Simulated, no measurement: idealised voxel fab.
This section sets out a process module, namely voxel tone inversion.
Displayed cross-section: cut, width of 210 nm, square cells sized 5 nm.
Cross-section = grid of square cells, listed top down in bands; band = one or more rows. Each band's line starts with the height of the band's top and of its bottom, in nm. Then come its materials from left to right, each with its width in nm. One material with "throughout" fills the band from edge to edge. "air" is empty space. Where do heights start? At 0: under that level the wafer as delivered is made of one material only. And the lowest band has no floor; it just carries on downward, as in "0 and below". With a width like "30 to 40", each row of cells in the band differs from the next by the same amount, the top row carrying the first number and the bottom row the second. Where the words "left unchanged" appear for a step, the cross-section shows no cell changed by that step; every cell remained as before. Heads up: "Sealed-off cavities" only lists the empty pockets with no open path to the top that are 8 cells or more, and it writes them as width x height at distance, distance from the left edge, in nm. Post-settings text on a step line: simulator's own remark regarding the step. overlay nm: on a step with a mask, how far right of its planned place the mask lay; negative means left.
-- Below is the list of planned process steps
1 op RECEIVE | material Si
2 op CONFORMAL_DEP | material SiCN | thk nm 5
3 op DIRECTIONAL_DEP | material polySi | thk nm 25
4 op PATTERN | tone cover | mask id POSTS | material resist | width nm 20 | pitch nm 35 | thk nm 35 | overlay nm 0
5 op DIRECTIONAL_ETCH | etch materials polySi | depth nm 25
6 op STRIP | etch materials resist
7 op FILL_DEP | material lowk | thk nm 5
8 op CMP | height nm 30
9 op STRIP | etch materials polySi
-- So, the first of our two wafers, run just as we planned it
-- As-received state of the wafer in cross-section, equivalent to post-step 1
  0 and below = Si throughout
  Sealed-off cavities: none
-- State of the wafer after step 2, shown in cross-section
  5 down to 0 = SiCN throughout
  Under 0: no change, same as before.
-- State of the wafer after step 3, shown in cross-section
  30 down to 5 = polySi throughout
  Under 5: no change, same as before.
-- State of the wafer after step 4, shown in cross-section
  65 down to 30 = air (75) / resist (20) / air (15) / resist (20) / air (80)
  Under 30: no change, same as before.
-- State of the wafer after step 5, shown in cross-section
  65 down to 30 = air (75) / resist (20) / air (15) / resist (20) / air (80)
  30 down to 5 = air (75) / polySi (20) / air (15) / polySi (20) / air (80)
  Under 5: no change, same as before.
-- State of the wafer after step 6, shown in cross-section
  30 down to 5 = air (75) / polySi (20) / air (15) / polySi (20) / air (80)
  Under 5: no change, same as before.
-- State of the wafer after step 7, shown in cross-section
  35 down to 30 = lowk throughout
  30 down to 5 = lowk (75) / polySi (20) / lowk (15) / polySi (20) / lowk (80)
  Under 5: no change, same as before.
-- State of the wafer after step 8, shown in cross-section
  30 down to 5 = lowk (75) / polySi (20) / lowk (15) / polySi (20) / lowk (80)
  Under 5: no change, same as before.
-- State of the wafer after step 9, shown in cross-section
  30 down to 5 = lowk (75) / air (20) / lowk (15) / air (20) / lowk (80)
  Under 5: no change, same as before.
-- The second wafer was prepared from the same starting point and under the same plan as the first; its processing contained one mistake, and it remains indistinguishable from the first wafer up to and including step 4
-- Here is the second wafer in cross-section at the point where step 5 of the plan should have been done
  65 down to 30 = air (75) / resist (20) / air (15) / resist (20) / air (80)
  30 down to 5 = air (75) / polySi (20) / air (15) / polySi (20) / air (80)
  Under 5: no change, same as before.
-- Here is the second wafer in cross-section at the point where step 6 of the plan should have been done
  30 down to 5 = air (75) / polySi (20) / air (15) / polySi (20) / air (80)
  Under 5: no change, same as before.
-- Here is the second wafer in cross-section at the point where step 7 of the plan should have been done
  35 down to 30 = lowk throughout
  30 down to 5 = lowk (75) / polySi (20) / lowk (15) / polySi (20) / lowk (80)
  Under 5: no change, same as before.
-- Here is the second wafer in cross-section at the point where step 8 of the plan should have been done
  30 down to 5 = lowk (75) / polySi (20) / lowk (15) / polySi (20) / lowk (80)
  Under 5: no change, same as before.
-- Here is the second wafer in cross-section at the point where step 9 of the plan should have been done
  30 down to 5 = lowk (75) / air (20) / lowk (15) / air (20) / lowk (80)
  Under 5: no change, same as before.
Deviation noted in wafer processing: it should be noted that step 5 of the plan was executed twice
at the end the two cross-sections are the same: no effect in what this model computes
